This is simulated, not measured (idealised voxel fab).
Process module, titled voxel fin reveal
195 nm wide, 5 nm square cells: that's cross-section cut.
In this document a cross-section is written as a grid of square cells. It is given as a series of bands, listed from the top down, and a band is one or more rows of cells. In this notation a band is specified by the heights of its top and bottom, in that order and in nm, after which its materials appear from left to right, each paired with its width in nm. The word "throughout" attached to a single material means that material fills the band from edge to edge; the word "blank" stands for empty space. Ref level 0: as-received wafer is one material below here. Bottom band extends down with no lower bound ("from 0 down"). A width given as "30->40" starts at the first number in the band's top row and ends at the second number in its bottom row, shifting by an equal amount at every step from row to row. Given "nothing different" for a step, no cell of the cross-section differs between before and after that step. Empty spaces counting at least 8 cells and having no open way to the top are listed in "Enclosed void catalog". The notation width x height at distance is used for each, the distance being from the left edge and all three values in nm. The remark found on a step's line after its settings is issued by the simulator itself and pertains to that step. "overlay nm" on a masked step: distance the mask lay right of its planned place, negative for left.

Steps in the process plan:
1,RECEIVE [material Si]
2,CONFORMAL_DEP [material SiN] [thk nm 10]
3,PATTERN [tone cover] [mask id FINS] [material resist] [width nm 15] [pitch nm 45] [thk nm 20] [overlay nm 0]
4,DIRECTIONAL_ETCH [etch materials SiN] [depth nm 10]
5,DIRECTIONAL_ETCH [etch materials Si] [depth nm 35]
6,STRIP [etch materials resist]
7,FILL_DEP [material SiO2] [thk nm 15]
8,CMP [height nm 10]
9,SELECTIVE_ETCH [etch materials SiO2] [depth nm 35]
10,STRIP [etch materials SiN]

The first of two wafers, run as planned:

Received-state cross-section, reflecting completion of step 1:
    from 0 down | Si throughout
    Enclosed void catalog: none

So this is the wafer cross-section right after step 2:
    from 10 to 0 | SiN throughout
    Beneath the level 0, the cross-section is identical to its previous state.

So this is the wafer cross-section right after step 3:
    from 30 to 10 | blank 20 nm | resist 15 nm | blank 30 nm | resist 15 nm | blank 30 nm | resist 15 nm | blank 30 nm | resist 15 nm | blank 25 nm
    Beneath the level 10, the cross-section is identical to its previous state.

So this is the wafer cross-section right after step 4:
    from 30 to 10 | blank 20 nm | resist 15 nm | blank 30 nm | resist 15 nm | blank 30 nm | resist 15 nm | blank 30 nm | resist 15 nm | blank 25 nm
    from 10 to 0 | blank 20 nm | SiN 15 nm | blank 30 nm | SiN 15 nm | blank 30 nm | SiN 15 nm | blank 30 nm | SiN 15 nm | blank 25 nm
    Beneath the level 0, the cross-section is identical to its previous state.

So this is the wafer cross-section right after step 5:
    from 30 to 10 | blank 20 nm | resist 15 nm | blank 30 nm | resist 15 nm | blank 30 nm | resist 15 nm | blank 30 nm | resist 15 nm | blank 25 nm
    from 10 to 0 | blank 20 nm | SiN 15 nm | blank 30 nm | SiN 15 nm | blank 30 nm | SiN 15 nm | blank 30 nm | SiN 15 nm | blank 25 nm
    from 0 to -35 | blank 20 nm | Si 15 nm | blank 30 nm | Si 15 nm | blank 30 nm | Si 15 nm | blank 30 nm | Si 15 nm | blank 25 nm
    Beneath the level -35, the cross-section is identical to its previous state.

So this is the wafer cross-section right after step 6:
    from 10 to 0 | blank 20 nm | SiN 15 nm | blank 30 nm | SiN 15 nm | blank 30 nm | SiN 15 nm | blank 30 nm | SiN 15 nm | blank 25 nm
    Beneath the level 0, the cross-section is identical to its previous state.

So this is the wafer cross-section right after step 7:
    from 25 to 10 | SiO2 throughout
    from 10 to 0 | SiO2 20 nm | SiN 15 nm | SiO2 30 nm | SiN 15 nm | SiO2 30 nm | SiN 15 nm | SiO2 30 nm | SiN 15 nm | SiO2 25 nm
    from 0 to -35 | SiO2 20 nm | Si 15 nm | SiO2 30 nm | Si 15 nm | SiO2 30 nm | Si 15 nm | SiO2 30 nm | Si 15 nm | SiO2 25 nm
    Beneath the level -35, the cross-section is identical to its previous state.

So this is the wafer cross-section right after step 8:
    from 10 to 0 | SiO2 20 nm | SiN 15 nm | SiO2 30 nm | SiN 15 nm | SiO2 30 nm | SiN 15 nm | SiO2 30 nm | SiN 15 nm | SiO2 25 nm
    Beneath the level 0, the cross-section is identical to its previous state.

So this is the wafer cross-section right after step 9:
    from 10 to 0 | blank 20 nm | SiN 15 nm | blank 30 nm | SiN 15 nm | blank 30 nm | SiN 15 nm | blank 30 nm | SiN 15 nm | blank 25 nm
    from 0 to -25 | blank 20 nm | Si 15 nm | blank 30 nm | Si 15 nm | blank 30 nm | Si 15 nm | blank 30 nm | Si 15 nm | blank 25 nm
    Beneath the level -25, the cross-section is identical to its previous state.

So this is the wafer cross-section right after step 10:
    from 0 to -25 | blank 20 nm | Si 15 nm | blank 30 nm | Si 15 nm | blank 30 nm | Si 15 nm | blank 30 nm | Si 15 nm | blank 25 nm
    Beneath the level -25, the cross-section is identical to its previous state.

second wafer: like start, like plan, one mistake. Through step 2 it matches the first wafer:

Cross-section: second wafer, time at which step 3 was scheduled to end:
    from 30 to 10 | blank 15 nm | resist 25 nm | blank 20 nm | resist 25 nm | blank 20 nm | resist 25 nm | blank 20 nm | resist 25 nm | blank 20 nm
    Beneath the level 10, the cross-section is identical to its previous state.

Cross-section: second wafer, time at which step 4 was scheduled to end:
    from 30 to 10 | blank 15 nm | resist 25 nm | blank 20 nm | resist 25 nm | blank 20 nm | resist 25 nm | blank 20 nm | resist 25 nm | blank 20 nm
    from 10 to 0 | blank 15 nm | SiN 25 nm | blank 20 nm | SiN 25 nm | blank 20 nm | SiN 25 nm | blank 20 nm | SiN 25 nm | blank 20 nm
    Beneath the level 0, the cross-section is identical to its previous state.

Cross-section: second wafer, time at which step 5 was scheduled to end:
    from 30 to 10 | blank 15 nm | resist 25 nm | blank 20 nm | resist 25 nm | blank 20 nm | resist 25 nm | blank 20 nm | resist 25 nm | blank 20 nm
    from 10 to 0 | blank 15 nm | SiN 25 nm | blank 20 nm | SiN 25 nm | blank 20 nm | SiN 25 nm | blank 20 nm | SiN 25 nm | blank 20 nm
    from 0 to -35 | blank 15 nm | Si 25 nm | blank 20 nm | Si 25 nm | blank 20 nm | Si 25 nm | blank 20 nm | Si 25 nm | blank 20 nm
    Beneath the level -35, the cross-section is identical to its previous state.

Cross-section: second wafer, time at which step 6 was scheduled to end:
    from 10 to 0 | blank 15 nm | SiN 25 nm | blank 20 nm | SiN 25 nm | blank 20 nm | SiN 25 nm | blank 20 nm | SiN 25 nm | blank 20 nm
    Beneath the level 0, the cross-section is identical to its previous state.

Cross-section: second wafer, time at which step 7 was scheduled to end:
    from 25 to 10 | SiO2 throughout
    from 10 to 0 | SiO2 15 nm | SiN 25 nm | SiO2 20 nm | SiN 25 nm | SiO2 20 nm | SiN 25 nm | SiO2 20 nm | SiN 25 nm | SiO2 20 nm
    from 0 to -35 | SiO2 15 nm | Si 25 nm | SiO2 20 nm | Si 25 nm | SiO2 20 nm | Si 25 nm | SiO2 20 nm | Si 25 nm | SiO2 20 nm
    Beneath the level -35, the cross-section is identical to its previous state.

Cross-section: second wafer, time at which step 8 was scheduled to end:
    from 10 to 0 | SiO2 15 nm | SiN 25 nm | SiO2 20 nm | SiN 25 nm | SiO2 20 nm | SiN 25 nm | SiO2 20 nm | SiN 25 nm | SiO2 20 nm
    Beneath the level 0, the cross-section is identical to its previous state.

Cross-section: second wafer, time at which step 9 was scheduled to end:
    from 10 to 0 | blank 15 nm | SiN 25 nm | blank 20 nm | SiN 25 nm | blank 20 nm | SiN 25 nm | blank 20 nm | SiN 25 nm | blank 20 nm
    from 0 to -25 | blank 15 nm | Si 25 nm | blank 20 nm | Si 25 nm | blank 20 nm | Si 25 nm | blank 20 nm | Si 25 nm | blank 20 nm
    Beneath the level -25, the cross-section is identical to its previous state.

Cross-section: second wafer, time at which step 10 was scheduled to end:
    from 0 to -25 | blank 15 nm | Si 25 nm | blank 20 nm | Si 25 nm | blank 20 nm | Si 25 nm | blank 20 nm | Si 25 nm | blank 20 nm
    Beneath the level -25, the cross-section is identical to its previous state.
Plan not followed: step 3 was run on a setting that differed from the plan, and what really ran there is PATTERN [tone cover] [mask id FINS] [material resist] [width nm 25] [pitch nm 45] [thk nm 20] [overlay nm 0]
Materials where the second wafer ends with more or fewer cells than the first: +56 Si, -16 SiO2
